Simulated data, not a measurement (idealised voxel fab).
Process module in this document: voxel transistor to metal
cross-section cut | 290 nm wide | cells 5 nm
How to read a cross-section here: the picture is a grid of square cells, written as bands going from the top down, and any band can span one or more rows of cells. This entry defines a band. It first specifies the height of the band's top and the height of its bottom in nm, and then specifies the band's materials from left to right, stating each material with its width in nm. The word "everywhere" identifies a single material that fills the band from edge to edge, while the word "blank" identifies empty space. The reference from which all heights are counted is 0, the level beneath which the as-received wafer is entirely one material; the lowest band, having no lower bound, proceeds downward and is written after the example "0..down". It should be noted that a width expressed as "30->40" varies in equal increments from row to row of cells within the band, taking the value of the first number at the top row and that of the second number at the bottom row. Take "nothing was modified" at face value: in the step it is given for, the cross-section changed in none of its cells. "Fully sealed cavities" contains a list of empty spaces, each no smaller than 8 cells and without an open way to the top, written in the form width x height at distance with the distance from the left edge and all three in nm. after a step's settings: what the simulator itself notes on the step. If you see "overlay nm" on a step's line and that step has a mask, it's telling you how far right of where it was planned the mask ended up; a negative number means it went left instead.

[This section lists the process steps that were planned]
| 1 | RECEIVE,material Si |
| 2 | OXIDIZE,depth nm 5 |
| 3 | CONFORMAL_DEP,material SiN,thk nm 10 |
| 4 | DIRECTIONAL_DEP,material aC,thk nm 10 |
| 5 | PATTERN,tone cover,mask id ACTIVE,material resist,width nm 100,pitch nm 125,thk nm 30,overlay nm 0 |
| 6 | DIRECTIONAL_ETCH,etch materials aC,depth nm 10 |
| 7 | STRIP,etch materials resist |
| 8 | DIRECTIONAL_ETCH,etch materials SiN,depth nm 10 |
| 9 | DIRECTIONAL_ETCH,etch materials SiO2,depth nm 5 |
| 10 | DIRECTIONAL_ETCH,etch materials Si,depth nm 20 |
| 11 | STRIP,etch materials aC |
| 12 | OXIDIZE,depth nm 5 |
| 13 | FILL_DEP,material SiO2,thk nm 5 |
| 14 | CMP,height nm 10 |
| 15 | SELECTIVE_ETCH,etch materials SiO2,depth nm 5 |
| 16 | STRIP,etch materials SiN |
| 17 | SELECTIVE_ETCH,etch materials SiO2,depth nm 5 |
| 18 | OXIDIZE,depth nm 5 |
| 19 | DIRECTIONAL_DEP,material polySi,thk nm 30 |
| 20 | DIRECTIONAL_DEP,material SiCN,thk nm 10 |
| 21 | MASKED_ETCH,tone cover,mask id GATE,width nm 30,pitch nm 125,etch materials SiCN,depth nm 20,overlay nm 0 |
| 22 | MASKED_ETCH,tone cover,mask id GATE,width nm 30,pitch nm 125,etch materials polySi,depth nm 40,overlay nm 0 |
| 23 | CONFORMAL_DEP,material SiN,thk nm 5 |
| 24 | DIRECTIONAL_ETCH,etch materials SiN,depth nm 5 |
| 25 | DIRECTIONAL_ETCH,etch materials SiO2,depth nm 5 |
| 26 | DIRECTIONAL_ETCH,etch materials Si,depth nm 10 |
| 27 | EPI,material SiGe,thk nm 10 |
| 28 | FILL_DEP,material SiO2,thk nm 5 |
| 29 | CMP,height nm 25 |
| 30 | STRIP,etch materials polySi |
| 31 | SELECTIVE_ETCH,etch materials SiO2,depth nm 5 |
| 32 | CONFORMAL_DEP,material HfO2,thk nm 5 |
| 33 | CONFORMAL_DEP,material TiN,thk nm 5 |
| 34 | FILL_DEP,material W,thk nm 5 |
| 35 | CMP,height nm 20 |
| 36 | DIRECTIONAL_DEP,material SiO2,thk nm 10 |
| 37 | DIRECTIONAL_DEP,material aC,thk nm 15 |
| 38 | PATTERN,tone open,mask id CONTACT,material resist,width nm 15,thk nm 30,overlay nm 0 |
| 39 | DIRECTIONAL_ETCH,etch materials aC,depth nm 15 |
| 40 | STRIP,etch materials resist |
| 41 | DIRECTIONAL_ETCH,etch materials SiO2,depth nm 40 |
| 42 | STRIP,etch materials aC |
| 43 | CONFORMAL_DEP,material TiN,thk nm 5 |
| 44 | FILL_DEP,material Ru,thk nm 5 |
| 45 | CMP,height nm 30 |
| 46 | CONFORMAL_DEP,material SiN,thk nm 5 |
| 47 | DIRECTIONAL_DEP,material lowk,thk nm 25 |
| 48 | PATTERN,tone open,mask id METAL_1,material resist,width nm 15,thk nm 20,overlay nm 0 |
| 49 | DIRECTIONAL_ETCH,etch materials lowk,depth nm 25 |
| 50 | DIRECTIONAL_ETCH,etch materials SiN,depth nm 5 |
| 51 | STRIP,etch materials resist |
| 52 | CONFORMAL_DEP,material TiN,thk nm 5 |
| 53 | FILL_DEP,material Cu,thk nm 5 |
| 54 | CMP,height nm 60 |
| 55 | CONFORMAL_DEP,material SiN,thk nm 5 |

[As-received state of the wafer in cross-section, equivalent to post-step 1]
* 0..down | Si everywhere
* Fully sealed cavities: none

[First of two wafers, end-of-module section, run followed plan]
* 65..60 | SiN everywhere
* 60..35 | lowk 35 nm  TiN 5 nm  Cu 5 nm  TiN 5 nm  lowk 60 nm  TiN 5 nm  Cu 5 nm  TiN 5 nm  lowk 35 nm  TiN 5 nm  Cu 5 nm  TiN 5 nm  lowk 60 nm  TiN 5 nm  Cu 5 nm  TiN 5 nm  lowk 40 nm
* 35..30 | SiN 35 nm  TiN 15 nm  SiN 60 nm  TiN 15 nm  SiN 35 nm  TiN 15 nm  SiN 60 nm  TiN 15 nm  SiN 40 nm
* 30..20 | SiO2 35 nm  TiN 5 nm  Ru 5 nm  TiN 5 nm  SiO2 60 nm  TiN 5 nm  Ru 5 nm  TiN 5 nm  SiO2 35 nm  TiN 5 nm  Ru 5 nm  TiN 5 nm  SiO2 60 nm  TiN 5 nm  Ru 5 nm  TiN 5 nm  SiO2 40 nm
* 20..0 | SiO2 35 nm  TiN 5 nm  Ru 5 nm  TiN 5 nm  SiO2 10 nm  SiN 5 nm  HfO2 5 nm  TiN 5 nm  W 10 nm  TiN 5 nm  HfO2 5 nm  SiN 5 nm  SiO2 10 nm  TiN 5 nm  Ru 5 nm  TiN 5 nm  SiO2 35 nm  TiN 5 nm  Ru 5 nm  TiN 5 nm  SiO2 10 nm  SiN 5 nm  HfO2 5 nm  TiN 5 nm  W 10 nm  TiN 5 nm  HfO2 5 nm  SiN 5 nm  SiO2 10 nm  TiN 5 nm  Ru 5 nm  TiN 5 nm  SiO2 40 nm
* 0..-5 | SiO2 25 nm  SiN 5 nm  SiO2 5 nm  TiN 5 nm  Ru 5 nm  TiN 5 nm  SiGe 10 nm  SiN 5 nm  HfO2 5 nm  TiN 20 nm  HfO2 5 nm  SiN 5 nm  SiGe 10 nm  TiN 5 nm  Ru 5 nm  TiN 5 nm  SiO2 5 nm  SiN 5 nm  SiO2 15 nm  SiN 5 nm  SiO2 5 nm  TiN 5 nm  Ru 5 nm  TiN 5 nm  SiGe 10 nm  SiN 5 nm  HfO2 5 nm  TiN 20 nm  HfO2 5 nm  SiN 5 nm  SiGe 10 nm  TiN 5 nm  Ru 5 nm  TiN 5 nm  SiO2 5 nm  SiN 5 nm  SiO2 30 nm
* -5..-10 | SiO2 35 nm  TiN 15 nm  SiGe 10 nm  HfO2 40 nm  SiGe 10 nm  TiN 15 nm  SiO2 35 nm  TiN 15 nm  SiGe 10 nm  HfO2 40 nm  SiGe 10 nm  TiN 15 nm  SiO2 40 nm
* -10..-20 | SiO2 35 nm  SiGe 25 nm  Si 40 nm  SiGe 25 nm  SiO2 35 nm  SiGe 25 nm  Si 40 nm  SiGe 25 nm  SiO2 40 nm
* -20..-30 | SiO2 35 nm  Si 90 nm  SiO2 35 nm  Si 90 nm  SiO2 40 nm
* -30..down | Si everywhere
* Fully sealed cavities: none

[Same start, same plan as the first wafer - but one mistake in the run. Cross-section of the second of the two at the end of the module]
* 65..60 | SiN everywhere
* 60..35 | lowk 35 nm  TiN 5 nm  Cu 5 nm  TiN 5 nm  lowk 60 nm  TiN 5 nm  Cu 5 nm  TiN 5 nm  lowk 35 nm  TiN 5 nm  Cu 5 nm  TiN 5 nm  lowk 60 nm  TiN 5 nm  Cu 5 nm  TiN 5 nm  lowk 40 nm
* 35..30 | SiN 35 nm  TiN 15 nm  SiN 60 nm  TiN 15 nm  SiN 35 nm  TiN 15 nm  SiN 60 nm  TiN 15 nm  SiN 40 nm
* 30..20 | SiO2 35 nm  TiN 5 nm  Ru 5 nm  TiN 5 nm  SiO2 60 nm  TiN 5 nm  Ru 5 nm  TiN 5 nm  SiO2 35 nm  TiN 5 nm  Ru 5 nm  TiN 5 nm  SiO2 60 nm  TiN 5 nm  Ru 5 nm  TiN 5 nm  SiO2 40 nm
* 20..0 | SiO2 35 nm  TiN 5 nm  Ru 5 nm  TiN 5 nm  SiO2 10 nm  SiN 5 nm  TiN 5 nm  W 20 nm  TiN 5 nm  SiN 5 nm  SiO2 10 nm  TiN 5 nm  Ru 5 nm  TiN 5 nm  SiO2 35 nm  TiN 5 nm  Ru 5 nm  TiN 5 nm  SiO2 10 nm  SiN 5 nm  TiN 5 nm  W 20 nm  TiN 5 nm  SiN 5 nm  SiO2 10 nm  TiN 5 nm  Ru 5 nm  TiN 5 nm  SiO2 40 nm
* 0..-5 | SiO2 25 nm  SiN 5 nm  SiO2 5 nm  TiN 5 nm  Ru 5 nm  TiN 5 nm  SiGe 10 nm  SiN 5 nm  TiN 5 nm  W 20 nm  TiN 5 nm  SiN 5 nm  SiGe 10 nm  TiN 5 nm  Ru 5 nm  TiN 5 nm  SiO2 5 nm  SiN 5 nm  SiO2 15 nm  SiN 5 nm  SiO2 5 nm  TiN 5 nm  Ru 5 nm  TiN 5 nm  SiGe 10 nm  SiN 5 nm  TiN 5 nm  W 20 nm  TiN 5 nm  SiN 5 nm  SiGe 10 nm  TiN 5 nm  Ru 5 nm  TiN 5 nm  SiO2 5 nm  SiN 5 nm  SiO2 30 nm
* -5..-10 | SiO2 35 nm  TiN 15 nm  SiGe 10 nm  TiN 40 nm  SiGe 10 nm  TiN 15 nm  SiO2 35 nm  TiN 15 nm  SiGe 10 nm  TiN 40 nm  SiGe 10 nm  TiN 15 nm  SiO2 40 nm
* -10..-20 | SiO2 35 nm  SiGe 25 nm  Si 40 nm  SiGe 25 nm  SiO2 35 nm  SiGe 25 nm  Si 40 nm  SiGe 25 nm  SiO2 40 nm
* -20..-30 | SiO2 35 nm  Si 90 nm  SiO2 35 nm  Si 90 nm  SiO2 40 nm
* -30..down | Si everywhere
* Fully sealed cavities: none
Deviation from plan: plan step 32 never ran because it was skipped
Final comparison by cell count, materials where the second wafer has more or fewer than the first: -36 HfO2; +12 TiN; +24 W
